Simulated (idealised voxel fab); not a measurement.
Process module name: voxel wiring stack
215 nm wide, 5 nm square cells: that's cross-section cut.
Cross-sections here: square-cell grids, written as top-down lists of bands, a band being one or more rows of cells. Top height, bottom height, nm. Materials left to right, width each, nm. Single material + "throughout" = fills band edge to edge. "blank" = empty. Measure heights from 0. That's the level where, below it, the as-received wafer is all one material. The lowest band is bottomless and extends downward; write it as in "0..down". Width spec "30 to 40" -> top row of cells at first value, bottom row at second value, equal per-row change in between. The designation "no alterations made", where it is given for a processing step, indicates that no cell of the cross-section was altered in the course of that step. "Enclosed internal cavities": sealed empty spaces, 8 cells or more, no open way to top, listed width x height at distance, with distance from the left edge and width, height and distance in nm. Post-settings text on a step line: simulator's own remark regarding the step. The line of a step may include "overlay nm". On a step with a mask, this value is how far to the right of its planned place the mask lay. A negative value means the mask lay to the left.

### Steps planned for the process
1: RECEIVE, material Si
2: CONFORMAL_DEP, material SiO2, thk nm 15
3: DIRECTIONAL_DEP, material TiN, thk nm 5
4: DIRECTIONAL_DEP, material W, thk nm 25
5: MASKED_ETCH, tone cover, mask id METAL_1, width nm 25, pitch nm 50, etch materials W, depth nm 25, overlay nm 0
6: MASKED_ETCH, tone cover, mask id METAL_1, width nm 25, pitch nm 50, etch materials TiN, depth nm 5, overlay nm 0
7: CONFORMAL_DEP, material SiCN, thk nm 5
8: FILL_DEP, material lowk, thk nm 10
9: CMP, height nm 45
10: CONFORMAL_DEP, material SiCN, thk nm 5
11: DIRECTIONAL_DEP, material lowk, thk nm 10
12: DIRECTIONAL_DEP, material aC, thk nm 15
13: PATTERN, tone open, mask id PLUG_1, material resist, width nm 15, pitch nm 50, thk nm 35, overlay nm 0
14: DIRECTIONAL_ETCH, etch materials aC, depth nm 15
15: STRIP, etch materials resist
16: DIRECTIONAL_ETCH, etch materials lowk, depth nm 10
17: DIRECTIONAL_ETCH, etch materials SiCN, depth nm 5
18: STRIP, etch materials aC
19: CONFORMAL_DEP, material TiN, thk nm 5
20: FILL_DEP, material W, thk nm 5
21: CMP, height nm 60
22: DIRECTIONAL_DEP, material TiN, thk nm 5
23: DIRECTIONAL_DEP, material W, thk nm 15
24: MASKED_ETCH, tone cover, mask id METAL_2, width nm 25, pitch nm 50, etch materials W, depth nm 15, overlay nm 0
25: MASKED_ETCH, tone cover, mask id METAL_2, width nm 25, pitch nm 50, etch materials TiN, depth nm 5, overlay nm 0
26: CONFORMAL_DEP, material SiN, thk nm 5
27: FILL_DEP, material SiO2, thk nm 5
28: CMP, height nm 80
29: CONFORMAL_DEP, material SiCN, thk nm 5
30: DIRECTIONAL_DEP, material SiO2, thk nm 25
31: DIRECTIONAL_DEP, material aC, thk nm 15
32: PATTERN, tone open, mask id METAL_3, material resist, width nm 25, pitch nm 50, thk nm 30, overlay nm 0
33: DIRECTIONAL_ETCH, etch materials aC, depth nm 15
34: STRIP, etch materials resist
35: DIRECTIONAL_ETCH, etch materials SiO2, depth nm 15
36: STRIP, etch materials aC
37: PATTERN, tone open, mask id METAL_3_HOLES, material resist, width nm 15, thk nm 20, overlay nm 0
38: DIRECTIONAL_ETCH, etch materials SiO2, depth nm 10
39: DIRECTIONAL_ETCH, etch materials SiCN, depth nm 5
40: STRIP, etch materials resist
41: CONFORMAL_DEP, material TiN, thk nm 5
42: FILL_DEP, material Ru, thk nm 10
43: CMP, height nm 110
44: CONFORMAL_DEP, material SiN, thk nm 5

### First of two wafers: run as planned

### As-received state of the wafer in cross-section, equivalent to post-step 1
	0..down | Si throughout
	Enclosed internal cavities: none

### Cross-section of the wafer subsequent to step 2
	15..0 | SiO2 throughout
	Whatever lies below 0 is exactly as it was before.

### Cross-section of the wafer subsequent to step 3
	20..15 | TiN throughout
	Whatever lies below 15 is exactly as it was before.

### Cross-section of the wafer subsequent to step 4
	45..20 | W throughout
	Whatever lies below 20 is exactly as it was before.

### Cross-section of the wafer subsequent to step 5
	45..20 | blank 70; W 25; blank 25; W 25; blank 70
	Whatever lies below 20 is exactly as it was before.

### Cross-section of the wafer subsequent to step 6
	45..20 | blank 70; W 25; blank 25; W 25; blank 70
	20..15 | blank 70; TiN 25; blank 25; TiN 25; blank 70
	Whatever lies below 15 is exactly as it was before.

### Cross-section of the wafer subsequent to step 7
	50..45 | blank 65; SiCN 35; blank 15; SiCN 35; blank 65
	45..20 | blank 65; SiCN 5; W 25; SiCN 5; blank 15; SiCN 5; W 25; SiCN 5; blank 65
	20..15 | SiCN 70; TiN 25; SiCN 25; TiN 25; SiCN 70
	Whatever lies below 15 is exactly as it was before.

### Cross-section of the wafer subsequent to step 8
	60..50 | lowk throughout
	50..45 | lowk 65; SiCN 35; lowk 15; SiCN 35; lowk 65
	45..20 | lowk 65; SiCN 5; W 25; SiCN 5; lowk 15; SiCN 5; W 25; SiCN 5; lowk 65
	Whatever lies below 20 is exactly as it was before.

### Cross-section of the wafer subsequent to step 9
	45..20 | lowk 65; SiCN 5; W 25; SiCN 5; lowk 15; SiCN 5; W 25; SiCN 5; lowk 65
	Whatever lies below 20 is exactly as it was before.

### Cross-section of the wafer subsequent to step 10
	50..45 | SiCN throughout
	Whatever lies below 45 is exactly as it was before.

### Cross-section of the wafer subsequent to step 11
	60..50 | lowk throughout
	Whatever lies below 50 is exactly as it was before.

### Cross-section of the wafer subsequent to step 12
	75..60 | aC throughout
	Whatever lies below 60 is exactly as it was before.

### Cross-section of the wafer subsequent to step 13
	110..75 | resist 70; blank 15; resist 35; blank 15; resist 80
	Whatever lies below 75 is exactly as it was before.

### Cross-section of the wafer subsequent to step 14
	95..75 | resist 70; blank 15; resist 35; blank 15; resist 80
	75..60 | aC 70; blank 15; aC 35; blank 15; aC 80
	Whatever lies below 60 is exactly as it was before.

### Cross-section of the wafer subsequent to step 15
	75..60 | aC 70; blank 15; aC 35; blank 15; aC 80
	Whatever lies below 60 is exactly as it was before.

### Cross-section of the wafer subsequent to step 16
	75..60 | aC 70; blank 15; aC 35; blank 15; aC 80
	60..50 | lowk 70; blank 15; lowk 35; blank 15; lowk 80
	Whatever lies below 50 is exactly as it was before.

### Cross-section of the wafer subsequent to step 17
	75..60 | aC 70; blank 15; aC 35; blank 15; aC 80
	60..50 | lowk 70; blank 15; lowk 35; blank 15; lowk 80
	50..45 | SiCN 70; blank 15; SiCN 35; blank 15; SiCN 80
	Whatever lies below 45 is exactly as it was before.

### Cross-section of the wafer subsequent to step 18
	60..50 | lowk 70; blank 15; lowk 35; blank 15; lowk 80
	Whatever lies below 50 is exactly as it was before.

### Cross-section of the wafer subsequent to step 19
	65..60 | TiN 75; blank 5; TiN 45; blank 5; TiN 85
	60..50 | lowk 70; TiN 5; blank 5; TiN 5; lowk 35; TiN 5; blank 5; TiN 5; lowk 80
	50..45 | SiCN 70; TiN 15; SiCN 35; TiN 15; SiCN 80
	Whatever lies below 45 is exactly as it was before.

### Cross-section of the wafer subsequent to step 20
	70..65 | W throughout
	65..60 | TiN 75; W 5; TiN 45; W 5; TiN 85
	60..50 | lowk 70; TiN 5; W 5; TiN 5; lowk 35; TiN 5; W 5; TiN 5; lowk 80
	Whatever lies below 50 is exactly as it was before.

### Cross-section of the wafer subsequent to step 21
	60..50 | lowk 70; TiN 5; W 5; TiN 5; lowk 35; TiN 5; W 5; TiN 5; lowk 80
	Whatever lies below 50 is exactly as it was before.

### Cross-section of the wafer subsequent to step 22
	65..60 | TiN throughout
	Whatever lies below 60 is exactly as it was before.

### Cross-section of the wafer subsequent to step 23
	80..65 | W throughout
	Whatever lies below 65 is exactly as it was before.

### Cross-section of the wafer subsequent to step 24
	80..65 | blank 70; W 25; blank 25; W 25; blank 70
	Whatever lies below 65 is exactly as it was before.

### Cross-section of the wafer subsequent to step 25
	80..65 | blank 70; W 25; blank 25; W 25; blank 70
	65..60 | blank 70; TiN 25; blank 25; TiN 25; blank 70
	Whatever lies below 60 is exactly as it was before.

### Cross-section of the wafer subsequent to step 26
	85..80 | blank 65; SiN 35; blank 15; SiN 35; blank 65
	80..65 | blank 65; SiN 5; W 25; SiN 5; blank 15; SiN 5; W 25; SiN 5; blank 65
	65..60 | SiN 70; TiN 25; SiN 25; TiN 25; SiN 70
	Whatever lies below 60 is exactly as it was before.

### Cross-section of the wafer subsequent to step 27
	90..85 | SiO2 throughout
	85..80 | SiO2 65; SiN 35; SiO2 15; SiN 35; SiO2 65
	80..65 | SiO2 65; SiN 5; W 25; SiN 5; SiO2 15; SiN 5; W 25; SiN 5; SiO2 65
	Whatever lies below 65 is exactly as it was before.

### Cross-section of the wafer subsequent to step 28
	80..65 | SiO2 65; SiN 5; W 25; SiN 5; SiO2 15; SiN 5; W 25; SiN 5; SiO2 65
	Whatever lies below 65 is exactly as it was before.

### Cross-section of the wafer subsequent to step 29
	85..80 | SiCN throughout
	Whatever lies below 80 is exactly as it was before.

### Cross-section of the wafer subsequent to step 30
	110..85 | SiO2 throughout
	Whatever lies below 85 is exactly as it was before.

### Cross-section of the wafer subsequent to step 31
	125..110 | aC throughout
	Whatever lies below 110 is exactly as it was before.

### Cross-section of the wafer subsequent to step 32
	155..125 | resist 70; blank 25; resist 25; blank 25; resist 70
	Whatever lies below 125 is exactly as it was before.

### Cross-section of the wafer subsequent to step 33
	140..125 | resist 70; blank 25; resist 25; blank 25; resist 70
	125..110 | aC 70; blank 25; aC 25; blank 25; aC 70
	Whatever lies below 110 is exactly as it was before.

### Cross-section of the wafer subsequent to step 34
	125..110 | aC 70; blank 25; aC 25; blank 25; aC 70
	Whatever lies below 110 is exactly as it was before.

### Cross-section of the wafer subsequent to step 35
	125..110 | aC 70; blank 25; aC 25; blank 25; aC 70
	110..95 | SiO2 70; blank 25; SiO2 25; blank 25; SiO2 70
	Whatever lies below 95 is exactly as it was before.

### Cross-section of the wafer subsequent to step 36
	110..95 | SiO2 70; blank 25; SiO2 25; blank 25; SiO2 70
	Whatever lies below 95 is exactly as it was before.

### Cross-section of the wafer subsequent to step 37
	130..110 | resist 70; blank 15; resist 130
	110..95 | SiO2 70; blank 15; resist 10; SiO2 25; resist 25; SiO2 70
	Whatever lies below 95 is exactly as it was before.

### Cross-section of the wafer subsequent to step 38
	130..110 | resist 70; blank 15; resist 130
	110..95 | SiO2 70; blank 15; resist 10; SiO2 25; resist 25; SiO2 70
	95..85 | SiO2 70; blank 15; SiO2 130
	Whatever lies below 85 is exactly as it was before.

### Cross-section of the wafer subsequent to step 39
	130..110 | resist 70; blank 15; resist 130
	110..95 | SiO2 70; blank 15; resist 10; SiO2 25; resist 25; SiO2 70
	95..85 | SiO2 70; blank 15; SiO2 130
	85..80 | SiCN 70; blank 15; SiCN 130
	Whatever lies below 80 is exactly as it was before.

### Cross-section of the wafer subsequent to step 40
	110..95 | SiO2 70; blank 25; SiO2 25; blank 25; SiO2 70
	Whatever lies below 95 is exactly as it was before.

### Cross-section of the wafer subsequent to step 41
	115..110 | TiN 75; blank 15; TiN 35; blank 15; TiN 75
	110..100 | SiO2 70; TiN 5; blank 15; TiN 5; SiO2 25; TiN 5; blank 15; TiN 5; SiO2 70
	100..95 | SiO2 70; TiN 5; blank 5; TiN 15; SiO2 25; TiN 25; SiO2 70
	95..85 | SiO2 70; TiN 5; blank 5; TiN 5; SiO2 130
	85..80 | SiCN 70; TiN 15; SiCN 130
	Whatever lies below 80 is exactly as it was before.

### Cross-section of the wafer subsequent to step 42
	125..115 | Ru throughout
	115..110 | TiN 75; Ru 15; TiN 35; Ru 15; TiN 75
	110..100 | SiO2 70; TiN 5; Ru 15; TiN 5; SiO2 25; TiN 5; Ru 15; TiN 5; SiO2 70
	100..95 | SiO2 70; TiN 5; Ru 5; TiN 15; SiO2 25; TiN 25; SiO2 70
	95..85 | SiO2 70; TiN 5; Ru 5; TiN 5; SiO2 130
	Whatever lies below 85 is exactly as it was before.

### Cross-section of the wafer subsequent to step 43
	110..100 | SiO2 70; TiN 5; Ru 15; TiN 5; SiO2 25; TiN 5; Ru 15; TiN 5; SiO2 70
	Whatever lies below 100 is exactly as it was before.

### Cross-section of the wafer subsequent to step 44
	115..110 | SiN throughout
	Whatever lies below 110 is exactly as it was before.

### Okay, second wafer. Nothing different at the start, nothing different in the plan, just one mistake somewhere in the running. As far as step 24, counting that step, it's the first wafer all over again

### Second wafer, sectioned view, at step 25's planned end time
	80..65 | blank 70; W 25; blank 25; W 25; blank 70
	65..60 | blank 65; TiN 30; blank 20; TiN 30; blank 70
	Whatever lies below 60 is exactly as it was before.

### Second wafer, sectioned view, at step 26's planned end time
	85..80 | blank 65; SiN 35; blank 15; SiN 35; blank 65
	80..70 | blank 65; SiN 5; W 25; SiN 5; blank 15; SiN 5; W 25; SiN 5; blank 65
	70..65 | blank 60; SiN 10; W 25; SiN 5; blank 10; SiN 10; W 25; SiN 5; blank 65
	65..60 | SiN 65; TiN 30; SiN 20; TiN 30; SiN 70
	Whatever lies below 60 is exactly as it was before.

### Second wafer, sectioned view, at step 27's planned end time
	90..85 | SiO2 throughout
	85..80 | SiO2 65; SiN 35; SiO2 15; SiN 35; SiO2 65
	80..70 | SiO2 65; SiN 5; W 25; SiN 5; SiO2 15; SiN 5; W 25; SiN 5; SiO2 65
	70..65 | SiO2 60; SiN 10; W 25; SiN 5; SiO2 10; SiN 10; W 25; SiN 5; SiO2 65
	Whatever lies below 65 is exactly as it was before.

### Second wafer, sectioned view, at step 28's planned end time
	80..70 | SiO2 65; SiN 5; W 25; SiN 5; SiO2 15; SiN 5; W 25; SiN 5; SiO2 65
	Whatever lies below 70 is exactly as it was before.

### Second wafer, sectioned view, at step 29's planned end time
	85..80 | SiCN throughout
	Whatever lies below 80 is exactly as it was before.

### Second wafer, sectioned view, at step 30's planned end time
	110..85 | SiO2 throughout
	Whatever lies below 85 is exactly as it was before.

### Second wafer, sectioned view, at step 31's planned end time
	125..110 | aC throughout
	Whatever lies below 110 is exactly as it was before.

### Second wafer, sectioned view, at step 32's planned end time
	155..125 | resist 70; blank 25; resist 25; blank 25; resist 70
	Whatever lies below 125 is exactly as it was before.

### Second wafer, sectioned view, at step 33's planned end time
	140..125 | resist 70; blank 25; resist 25; blank 25; resist 70
	125..110 | aC 70; blank 25; aC 25; blank 25; aC 70
	Whatever lies below 110 is exactly as it was before.

### Second wafer, sectioned view, at step 34's planned end time
	125..110 | aC 70; blank 25; aC 25; blank 25; aC 70
	Whatever lies below 110 is exactly as it was before.

### Second wafer, sectioned view, at step 35's planned end time
	125..110 | aC 70; blank 25; aC 25; blank 25; aC 70
	110..95 | SiO2 70; blank 25; SiO2 25; blank 25; SiO2 70
	Whatever lies below 95 is exactly as it was before.

### Second wafer, sectioned view, at step 36's planned end time
	110..95 | SiO2 70; blank 25; SiO2 25; blank 25; SiO2 70
	Whatever lies below 95 is exactly as it was before.

### Second wafer, sectioned view, at step 37's planned end time
	130..110 | resist 70; blank 15; resist 130
	110..95 | SiO2 70; blank 15; resist 10; SiO2 25; resist 25; SiO2 70
	Whatever lies below 95 is exactly as it was before.

### Second wafer, sectioned view, at step 38's planned end time
	130..110 | resist 70; blank 15; resist 130
	110..95 | SiO2 70; blank 15; resist 10; SiO2 25; resist 25; SiO2 70
	95..85 | SiO2 70; blank 15; SiO2 130
	Whatever lies below 85 is exactly as it was before.

### Second wafer, sectioned view, at step 39's planned end time
	130..110 | resist 70; blank 15; resist 130
	110..95 | SiO2 70; blank 15; resist 10; SiO2 25; resist 25; SiO2 70
	95..85 | SiO2 70; blank 15; SiO2 130
	85..80 | SiCN 70; blank 15; SiCN 130
	Whatever lies below 80 is exactly as it was before.

### Second wafer, sectioned view, at step 40's planned end time
	110..95 | SiO2 70; blank 25; SiO2 25; blank 25; SiO2 70
	Whatever lies below 95 is exactly as it was before.

### Second wafer, sectioned view, at step 41's planned end time
	115..110 | TiN 75; blank 15; TiN 35; blank 15; TiN 75
	110..100 | SiO2 70; TiN 5; blank 15; TiN 5; SiO2 25; TiN 5; blank 15; TiN 5; SiO2 70
	100..95 | SiO2 70; TiN 5; blank 5; TiN 15; SiO2 25; TiN 25; SiO2 70
	95..85 | SiO2 70; TiN 5; blank 5; TiN 5; SiO2 130
	85..80 | SiCN 70; TiN 15; SiCN 130
	Whatever lies below 80 is exactly as it was before.

### Second wafer, sectioned view, at step 42's planned end time
	125..115 | Ru throughout
	115..110 | TiN 75; Ru 15; TiN 35; Ru 15; TiN 75
	110..100 | SiO2 70; TiN 5; Ru 15; TiN 5; SiO2 25; TiN 5; Ru 15; TiN 5; SiO2 70
	100..95 | SiO2 70; TiN 5; Ru 5; TiN 15; SiO2 25; TiN 25; SiO2 70
	95..85 | SiO2 70; TiN 5; Ru 5; TiN 5; SiO2 130
	Whatever lies below 85 is exactly as it was before.

### Second wafer, sectioned view, at step 43's planned end time
	110..100 | SiO2 70; TiN 5; Ru 15; TiN 5; SiO2 25; TiN 5; Ru 15; TiN 5; SiO2 70
	Whatever lies below 100 is exactly as it was before.

### Second wafer, sectioned view, at step 44's planned end time
	115..110 | SiN throughout
	Whatever lies below 110 is exactly as it was before.
Run error: off-plan run, step 25, actual operation and settings MASKED_ETCH, tone cover, mask id METAL_2, width nm 25, pitch nm 50, etch materials TiN, depth nm 5, overlay nm -5
Wafer comparison, final, in cells, second relative to first, materials more or fewer: -2 SiO2, +2 TiN
